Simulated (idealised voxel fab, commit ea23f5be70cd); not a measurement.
This is a process module. Its name is voxel lift off.
Displayed cross-section: cut, width of 180 nm, square cells sized 5 nm.
Reading order for cross-sections: top band down to bottom band. Underlying form: a grid of square cells. Band size: one or more rows of cells.
Band: top height; bottom height; in nm. Then, left to right: material with width in nm, for each material. "edge to edge": a single material spanning edge to edge. "blank": empty space.
Heights from 0 (as-received wafer is one material below). Bottom band endless downward, as "0 nm and below".
A width such as "30 to 40" changes by the same amount from each row of cells to the next, from the band's top row to its bottom row.
It should be understood that the words "remains unaltered", when stated for a given step, signify that the cross-section underwent no change in any of its cells during that step.
So "Cavities, closed" is basically the list of trapped voids: any empty space of 8 cells or more that can't reach the top through an opening. They're written width x height at distance, the distance being from the left edge, and it's all nm.
Text after the settings on a step's line: the simulator's own remark on that step.
Regarding "overlay nm": on a step with a mask, it is the distance the mask lay to the right of its planned place; a negative value places it to the left.
List of planned process steps
1,RECEIVE, material Si
2,CONFORMAL_DEP, material Al2O3, thk nm 10
3,PATTERN, tone open, mask id LINES, material resist, width nm 20, pitch nm 40, thk nm 20, overlay nm 0
4,DIRECTIONAL_DEP, material Ru, thk nm 10
5,STRIP, etch materials resist
6,CONFORMAL_DEP, material SiN, thk nm 10
The following pertains to the first of two wafers, which was processed as planned
The cross-section here shows the wafer as received, i.e. in its state after step 1
  0 nm and below  Si edge to edge
  Cavities, closed: none
after step 2
  10 nm to 0 nm  Al2O3 edge to edge
  Everything under 0 stays put, no change at all.
after step 3
  30 nm to 10 nm  20 of resist | 20 of blank | 20 of resist | 20 of blank | 20 of resist | 20 of blank | 20 of resist | 20 of blank | 20 of resist
  Everything under 10 stays put, no change at all.
after step 4
  40 nm to 30 nm  20 of Ru | 20 of blank | 20 of Ru | 20 of blank | 20 of Ru | 20 of blank | 20 of Ru | 20 of blank | 20 of Ru
  30 nm to 20 nm  20 of resist | 20 of blank | 20 of resist | 20 of blank | 20 of resist | 20 of blank | 20 of resist | 20 of blank | 20 of resist
  20 nm to 10 nm  20 of resist | 20 of Ru | 20 of resist | 20 of Ru | 20 of resist | 20 of Ru | 20 of resist | 20 of Ru | 20 of resist
  Everything under 10 stays put, no change at all.
after step 5
  20 nm to 10 nm  20 of blank | 20 of Ru | 20 of blank | 20 of Ru | 20 of blank | 20 of Ru | 20 of blank | 20 of Ru | 20 of blank
  Everything under 10 stays put, no change at all.
after step 6
  30 nm to 20 nm  10 of blank | 160 of SiN | 10 of blank
  20 nm to 10 nm  20 of SiN | 20 of Ru | 20 of SiN | 20 of Ru | 20 of SiN | 20 of Ru | 20 of SiN | 20 of Ru | 20 of SiN
  Everything under 10 stays put, no change at all.
The remaining wafer, second of the two, started like the first and was run to the same plan, except that one mistake was made along the way; the two coincide through step 2, inclusive
Cross-section of the second wafer at the time by which step 3 should have been completed according to the plan
  30 nm to 10 nm  20 of resist | 25 of blank | 15 of resist | 25 of blank | 15 of resist | 25 of blank | 15 of resist | 25 of blank | 15 of resist
  Everything under 10 stays put, no change at all.
Cross-section of the second wafer at the time by which step 4 should have been completed according to the plan
  40 nm to 30 nm  20 of Ru | 25 of blank | 15 of Ru | 25 of blank | 15 of Ru | 25 of blank | 15 of Ru | 25 of blank | 15 of Ru
  30 nm to 20 nm  20 of resist | 25 of blank | 15 of resist | 25 of blank | 15 of resist | 25 of blank | 15 of resist | 25 of blank | 15 of resist
  20 nm to 10 nm  20 of resist | 25 of Ru | 15 of resist | 25 of Ru | 15 of resist | 25 of Ru | 15 of resist | 25 of Ru | 15 of resist
  Everything under 10 stays put, no change at all.
Cross-section of the second wafer at the time by which step 5 should have been completed according to the plan
  20 nm to 10 nm  20 of blank | 25 of Ru | 15 of blank | 25 of Ru | 15 of blank | 25 of Ru | 15 of blank | 25 of Ru | 15 of blank
  Everything under 10 stays put, no change at all.
Cross-section of the second wafer at the time by which step 6 should have been completed according to the plan
  30 nm to 20 nm  10 of blank | 165 of SiN | 5 of blank
  20 nm to 10 nm  20 of SiN | 25 of Ru | 15 of SiN | 25 of Ru | 15 of SiN | 25 of Ru | 15 of SiN | 25 of Ru | 15 of SiN
  Everything under 10 stays put, no change at all.
Which mistake was made when the wafer was run? step 3 went in with a setting other than planned; the actual run was PATTERN, tone open, mask id LINES, material resist, width nm 25, pitch nm 40, thk nm 20, overlay nm 0
at the end the second wafer has, in cells: Ru +8, SiN -6
